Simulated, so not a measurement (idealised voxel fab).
process module | voxel transistor to metal
cross-section cut | 210 nm wide | cells 5 nm
A cross-section is a grid of square cells, given in bands from the top down. A band is one or more rows of cells.
Each band's line starts with the height of the band's top and of its bottom, in nm. Then come its materials from left to right, each with its width in nm. One material with "throughout" fills the band from edge to edge. "air" is empty space.
Height 0 is the level under which the wafer as received is all one material. The lowest band goes on downwards, as in "0 down".
A width such as "30 to 40" changes by the same amount from each row of cells to the next, from the band's top row to its bottom row.
"no change" after a step means that no cell of the cross-section changed.
closed voids: empty space of 8 cells or more with no open way to the top, each as width x height at its distance from the left edge, in nm
after a step's settings: what the simulator itself notes on the step
overlay nm, on a step with a mask: how far to the right of its planned place the mask lay; to the left if negative
plan
1 op RECEIVE | material Si
2 op CONFORMAL_DEP | material SiO2 | thk nm 5
3 op CONFORMAL_DEP | material SiN | thk nm 10
4 op DIRECTIONAL_DEP | material aC | thk nm 10
5 op PATTERN | tone cover | mask id ACTIVE | material resist | width nm 105 | thk nm 25 | overlay nm 0
6 op DIRECTIONAL_ETCH | etch materials aC | depth nm 10
7 op STRIP | etch materials resist
8 op DIRECTIONAL_ETCH | etch materials SiN | depth nm 10
9 op DIRECTIONAL_ETCH | etch materials SiO2 | depth nm 5
10 op DIRECTIONAL_ETCH | etch materials Si | depth nm 30
11 op STRIP | etch materials aC
12 op FILL_DEP | material SiO2 | thk nm 15
13 op CMP | height nm 15
14 op SELECTIVE_ETCH | etch materials SiO2 | depth nm 5
15 op STRIP | etch materials SiN
16 op SELECTIVE_ETCH | etch materials SiO2 | depth nm 5
17 op OXIDIZE | depth nm 5
18 op DIRECTIONAL_DEP | material polySi | thk nm 20
19 op DIRECTIONAL_DEP | material SiCN | thk nm 10
20 op DIRECTIONAL_DEP | material aC | thk nm 10
21 op PATTERN | tone cover | mask id GATE | material resist | width nm 15 | thk nm 30 | overlay nm 0
22 op DIRECTIONAL_ETCH | etch materials aC | depth nm 10
23 op STRIP | etch materials resist
24 op DIRECTIONAL_ETCH | etch materials SiCN | depth nm 20
25 op DIRECTIONAL_ETCH | etch materials polySi | depth nm 30
26 op STRIP | etch materials aC
27 op CONFORMAL_DEP | material SiN | thk nm 5
28 op DIRECTIONAL_ETCH | etch materials SiN | depth nm 5
29 op DIRECTIONAL_ETCH | etch materials SiO2 | depth nm 5
30 op EPI | material pSi | thk nm 5
31 op FILL_DEP | material SiO2 | thk nm 10
32 op CMP | height nm 30
33 op DIRECTIONAL_DEP | material SiO2 | thk nm 15
34 op PATTERN | tone open | mask id CONTACT | material resist | width nm 30 | pitch nm 55 | thk nm 20 | overlay nm 0
35 op DIRECTIONAL_ETCH | etch materials SiO2 | depth nm 45
36 op STRIP | etch materials resist
37 op CONFORMAL_DEP | material TiN | thk nm 5
38 op FILL_DEP | material W | thk nm 5
39 op CMP | height nm 45
40 op DIRECTIONAL_DEP | material TiN | thk nm 5
41 op DIRECTIONAL_DEP | material W | thk nm 25
42 op DIRECTIONAL_DEP | material aC | thk nm 15
43 op PATTERN | tone cover | mask id METAL_1 | material resist | width nm 15 | pitch nm 70 | thk nm 35 | overlay nm 0
44 op DIRECTIONAL_ETCH | etch materials aC | depth nm 15
45 op STRIP | etch materials resist
46 op DIRECTIONAL_ETCH | etch materials W | depth nm 25
47 op DIRECTIONAL_ETCH | etch materials TiN | depth nm 5
48 op STRIP | etch materials aC
49 op FILL_DEP | material SiO2 | thk nm 10
50 op CMP | height nm 75
51 op CONFORMAL_DEP | material SiN | thk nm 5
as received, after step 1
  0 down: Si throughout
  closed voids: none
a wafer at the end: this start, this plan, one mistake
  80 to 75: SiN throughout
  75 to 50: W 60 | SiO2 15 | W 55 | SiO2 15 | W 65
  50 to 45: TiN 60 | SiO2 15 | TiN 55 | SiO2 15 | TiN 65
  45 to 30: SiO2 60 | TiN 5 | W 20 | TiN 5 | SiO2 25 | TiN 5 | W 20 | TiN 5 | SiO2 65
  30 to 20: SiO2 60 | TiN 5 | W 20 | TiN 5 | SiN 5 | SiCN 15 | SiN 5 | TiN 5 | W 20 | TiN 5 | SiO2 65
  20 to 5: SiO2 60 | TiN 5 | W 20 | TiN 5 | SiN 5 | polySi 15 | SiN 5 | TiN 5 | W 20 | TiN 5 | SiO2 65
  5 to 0: SiO2 45 | SiN 5 | SiO2 10 | TiN 30 | SiN 5 | polySi 15 | SiN 5 | TiN 30 | SiO2 10 | SiN 5 | SiO2 50
  0 to -5: SiO2 50 | pSi 40 | SiO2 25 | pSi 40 | SiO2 55
  -5 to -30: SiO2 50 | Si 105 | SiO2 55
  -30 down: Si throughout
  closed voids: none
what went wrong: step 43 ran as: op PATTERN | tone open | mask id METAL_1 | material resist | width nm 15 | pitch nm 70 | thk nm 35 | overlay nm 0
